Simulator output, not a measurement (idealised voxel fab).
The name of this process module is voxel ribs on slabs.
It is cross-section cut that appears here, measuring 255 nm in width, its square cells being 5 nm in size.
Just so we're on the same page, the cross-sections are grids of square cells, and they're listed out in bands top to bottom, each band one or more rows deep.
In this notation a band is specified by the heights of its top and bottom, in that order and in nm, after which its materials appear from left to right, each paired with its width in nm. The word "everywhere" attached to a single material means that material fills the band from edge to edge; the word "blank" stands for empty space.
We count height from 0. Below that, the starting wafer is all one material. The lowest band never ends at the bottom but goes on down; see "0 down" for how that is written.
When a width is written as two numbers, as in "30..40", the first number is the width in the top row of cells of the band and the second is the width in its bottom row, and the width changes by the same amount from each row to the next.
The designation "nothing got changed", where it is given for a processing step, indicates that no cell of the cross-section was altered in the course of that step.
Closed-off voids of 8+ cells (no open route to the top) go in "Closed void table", written width x height at distance from the left edge, in nm.
Anything after a step's settings on that line? It's the simulator's own note about the step.
overlay nm, on a step with a mask: how far to the right of its planned place the mask lay; to the left if negative
**Planned step list for the process**
1) op RECEIVE | material Si
2) op DIRECTIONAL_DEP | material SiO2 | thk nm 30
3) op DIRECTIONAL_DEP | material polySi | thk nm 25
4) op MASKED_ETCH | tone cover | mask id RIB | width nm 25 | etch materials polySi | depth nm 15 | overlay nm 0
5) op MASKED_ETCH | tone cover | mask id SLAB | width nm 75 | etch materials polySi | depth nm 10 | overlay nm 0
6) op FILL_DEP | material SiO2 | thk nm 15
7) op CMP | height nm 65
8) op DIRECTIONAL_DEP | material TiN | thk nm 10
9) op PATTERN | tone cover | mask id HEATER | material resist | width nm 35 | thk nm 15 | overlay nm 0
10) op DIRECTIONAL_ETCH | etch materials TiN | depth nm 10
11) op STRIP | etch materials resist
12) op CONFORMAL_DEP | material SiO2 | thk nm 5
**The first of the two wafers, which ran as planned**
**Wafer cross-section on receipt, i.e. after step 1**
* 0 down  Si everywhere
* Closed void table: none
**Cross-section of the wafer subsequent to step 2**
* 30 to 0  SiO2 everywhere
* At heights below 0, the structure remains unaltered.
**Cross-section of the wafer subsequent to step 3**
* 55 to 30  polySi everywhere
* At heights below 30, the structure remains unaltered.
**Cross-section of the wafer subsequent to step 4**
* 55 to 40  115 nm blank; 25 nm polySi; 115 nm blank
* At heights below 40, the structure remains unaltered.
**Cross-section of the wafer subsequent to step 5**
* 55 to 40  115 nm blank; 25 nm polySi; 115 nm blank
* 40 to 30  90 nm blank; 75 nm polySi; 90 nm blank
* At heights below 30, the structure remains unaltered.
**Cross-section of the wafer subsequent to step 6**
* 70 to 55  SiO2 everywhere
* 55 to 40  115 nm SiO2; 25 nm polySi; 115 nm SiO2
* 40 to 30  90 nm SiO2; 75 nm polySi; 90 nm SiO2
* At heights below 30, the structure remains unaltered.
**Cross-section of the wafer subsequent to step 7**
* 65 to 55  SiO2 everywhere
* At heights below 55, the structure remains unaltered.
**Cross-section of the wafer subsequent to step 8**
* 75 to 65  TiN everywhere
* At heights below 65, the structure remains unaltered.
**Cross-section of the wafer subsequent to step 9**
* 90 to 75  110 nm blank; 35 nm resist; 110 nm blank
* At heights below 75, the structure remains unaltered.
**Cross-section of the wafer subsequent to step 10**
* 90 to 75  110 nm blank; 35 nm resist; 110 nm blank
* 75 to 65  110 nm blank; 35 nm TiN; 110 nm blank
* At heights below 65, the structure remains unaltered.
**Cross-section of the wafer subsequent to step 11**
* 75 to 65  110 nm blank; 35 nm TiN; 110 nm blank
* At heights below 65, the structure remains unaltered.
**Cross-section of the wafer subsequent to step 12**
* 80 to 75  105 nm blank; 45 nm SiO2; 105 nm blank
* 75 to 70  105 nm blank; 5 nm SiO2; 35 nm TiN; 5 nm SiO2; 105 nm blank
* 70 to 65  110 nm SiO2; 35 nm TiN; 110 nm SiO2
* At heights below 65, the structure remains unaltered.
**Here the second wafer is described. Its start and its plan were those of the first wafer. Its run contained one mistake. Up to and including step 11, it did exactly what the first wafer did**
Cross-section: second wafer, time at which step 12 was scheduled to end: nothing got changed
Error vs. plan: execution of step 12 of the plan did not take place, the step having been omitted
Once processing is complete, comparing cell counts shows that the second wafer has more or fewer of certain materials than the first: 55 fewer of SiO2
